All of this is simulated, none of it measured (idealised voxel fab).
The following process module bears the name voxel plated lines.
We display cut, a cross-section 265 nm in width whose square cells are each 5 nm.
If you're reading a cross-section in this doc, picture square cells in a grid; it comes to you as bands, top ones listed first down to the bottom, and a band can be one or more rows of cells. For a band, the entry starts with two heights in nm, that of the top and then that of the bottom, and carries on with the band's materials in order from left to right, each alongside its width in nm; the word "everywhere" beside a single material means it fills the band edge to edge, and "empty" means empty space. Zero point of the height axis is 0; under it, received wafer = one material. Lowest band: continues down indefinitely, "0 and below". Width: "30 to 40" (first number = top row, second number = bottom row, same change from row to row of cells). You'll sometimes find "nothing altered" written for a step, and that's the way of saying that nowhere in the cross-section did a cell change during that step. "Trapped void list" lists enclosed empty spaces (at least 8 cells, no open path upward to the top), each as width x height at distance from the left edge, in nm. If you see something after the settings on a step's line, that's the simulator's own remark about that step. overlay nm: mask right of planned place by this much (step with mask). Neg. = left.
Steps planned for the process
1) RECEIVE (material Si)
2) CONFORMAL_DEP (material SiO2; thk nm 5)
3) DIRECTIONAL_DEP (material TiN; thk nm 5)
4) PATTERN (tone open; mask id LINES; material resist; width nm 30; pitch nm 60; thk nm 30; overlay nm 0)
5) EPI (material Ru; thk nm 10)
6) EPI (material Ru; thk nm 10)
7) STRIP (etch materials resist)
8) DIRECTIONAL_ETCH (etch materials TiN; depth nm 5)
9) CONFORMAL_DEP (material SiO2; thk nm 10)
So, the first of our two wafers, run just as we planned it
Shown in cross-section is the wafer as received, that is, as it stands after step 1
  0 and below = Si everywhere
  Trapped void list: none
State of the wafer after step 2, shown in cross-section
  5 down to 0 = SiO2 everywhere
  below 0: unchanged
State of the wafer after step 3, shown in cross-section
  10 down to 5 = TiN everywhere
  below 5: unchanged
State of the wafer after step 4, shown in cross-section
  40 down to 10 = resist: 85, empty: 30, resist: 30, empty: 30, resist: 90
  below 10: unchanged
State of the wafer after step 5, shown in cross-section
  40 down to 20 = resist: 85, empty: 30, resist: 30, empty: 30, resist: 90
  20 down to 10 = resist: 85, Ru: 30, resist: 30, Ru: 30, resist: 90
  below 10: unchanged
State of the wafer after step 6, shown in cross-section
  40 down to 30 = resist: 85, empty: 30, resist: 30, empty: 30, resist: 90
  30 down to 10 = resist: 85, Ru: 30, resist: 30, Ru: 30, resist: 90
  below 10: unchanged
State of the wafer after step 7, shown in cross-section
  30 down to 10 = empty: 85, Ru: 30, empty: 30, Ru: 30, empty: 90
  below 10: unchanged
State of the wafer after step 8, shown in cross-section
  30 down to 10 = empty: 85, Ru: 30, empty: 30, Ru: 30, empty: 90
  10 down to 5 = empty: 85, TiN: 30, empty: 30, TiN: 30, empty: 90
  below 5: unchanged
State of the wafer after step 9, shown in cross-section
  40 down to 30 = empty: 75, SiO2: 50, empty: 10, SiO2: 50, empty: 80
  30 down to 15 = empty: 75, SiO2: 10, Ru: 30, SiO2: 10, empty: 10, SiO2: 10, Ru: 30, SiO2: 10, empty: 80
  15 down to 10 = SiO2: 85, Ru: 30, SiO2: 30, Ru: 30, SiO2: 90
  10 down to 5 = SiO2: 85, TiN: 30, SiO2: 30, TiN: 30, SiO2: 90
  below 5: unchanged
Okay, second wafer. Nothing different at the start, nothing different in the plan, just one mistake somewhere in the running. As far as step 5, counting that step, it's the first wafer all over again
When step 6 should have ended
  20 down to 10 = empty: 85, Ru: 30, empty: 30, Ru: 30, empty: 90
  below 10: unchanged
When step 7 should have ended
  30 down to 20 = empty: 75, Ru: 50, empty: 10, Ru: 50, empty: 80
  20 down to 10 = Ru everywhere
  below 10: unchanged
when step 8 should have ended: nothing altered
When step 9 should have ended
  40 down to 30 = empty: 65, SiO2: 130, empty: 70
  30 down to 20 = SiO2: 75, Ru: 50, SiO2: 10, Ru: 50, SiO2: 80
  below 20: unchanged
Here's what went sideways: the executed order of steps 6 and 7 is the reverse of that specified in the plan, each step having taken the other's position
End check, counted in cells, second wafer has more or fewer of these materials than the first: Ru +98; SiO2 -28; TiN +41
